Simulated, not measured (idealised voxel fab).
Proc. module: voxel double patterning
This is section cut - it's 255 nm across, gridded in 5 nm square cells.
Cross-section, as written here: a square-cell grid given band by band from the top down, where a band holds one or more rows of cells.
Within each band entry, the heights of the top and of the bottom of the band appear first, in that order and in nm; the materials of the band then follow from left to right, each with its corresponding width in nm. The designation "throughout" on a single material indicates that it fills the band from edge to edge; the designation "empty" indicates empty space.
For the purposes of this specification, 0 denotes the height below which the wafer in its as-received condition is composed wholly of one material, and the lowermost band, lacking a lower limit, extends downward without end, as expressed in "0 -> down".
Top row gets the first number, bottom row gets the second, and each row in between changes by the same step: that is how a band width like "30 to 40" works.
"everything unchanged", as given for a step, is the statement that not any cell of the cross-section underwent a change during that step.
Entry "Enclosed void listing". Content: empty spaces with no open connection to the top, size 8 cells or greater. Each: width x height at distance. Distance: from left edge. Unit: nm.
That trailing text on a step's line, after the settings, is the simulator's own remark on the step.
"overlay nm" on a masked step: distance the mask lay right of its planned place, negative for left.
### So here's the lineup of process steps we planned
step 1: RECEIVE (material Si)
step 2: CONFORMAL_DEP (material SiO2; thk nm 5)
step 3: DIRECTIONAL_DEP (material polySi; thk nm 10)
step 4: DIRECTIONAL_DEP (material SiN; thk nm 5)
step 5: PATTERN (tone open; mask id FIRST; material resist; width nm 15; pitch nm 50; thk nm 20; overlay nm 0)
step 6: DIRECTIONAL_ETCH (etch materials SiN; depth nm 5)
step 7: STRIP (etch materials resist)
step 8: DIRECTIONAL_DEP (material aC; thk nm 10)
step 9: PATTERN (tone open; mask id SECOND; material resist; width nm 15; pitch nm 50; thk nm 30; overlay nm 0)
step 10: DIRECTIONAL_ETCH (etch materials aC; depth nm 10)
step 11: STRIP (etch materials resist)
step 12: DIRECTIONAL_ETCH (etch materials SiN; depth nm 5)
step 13: STRIP (etch materials aC)
step 14: DIRECTIONAL_ETCH (etch materials polySi; depth nm 10)
step 15: STRIP (etch materials SiN)
### Delivered wafer in cross-section: state after step 1
- 0 -> down = Si throughout
- Enclosed void listing: none
### Look at the cross-section after the module: the wafer started out the way shown above and the plan was the one shown above, yet one mistake was made along the way
- 15 -> 5 = empty 95 nm, polySi 15 nm, empty 35 nm, polySi 15 nm, empty 95 nm
- 5 -> 0 = SiO2 throughout
- 0 -> down = Si throughout
- Enclosed void listing: none
Processing error: step 9 was run on a setting that differed from the plan, and what really ran there is PATTERN (tone cover; mask id SECOND; material resist; width nm 15; pitch nm 50; thk nm 30; overlay nm 0)
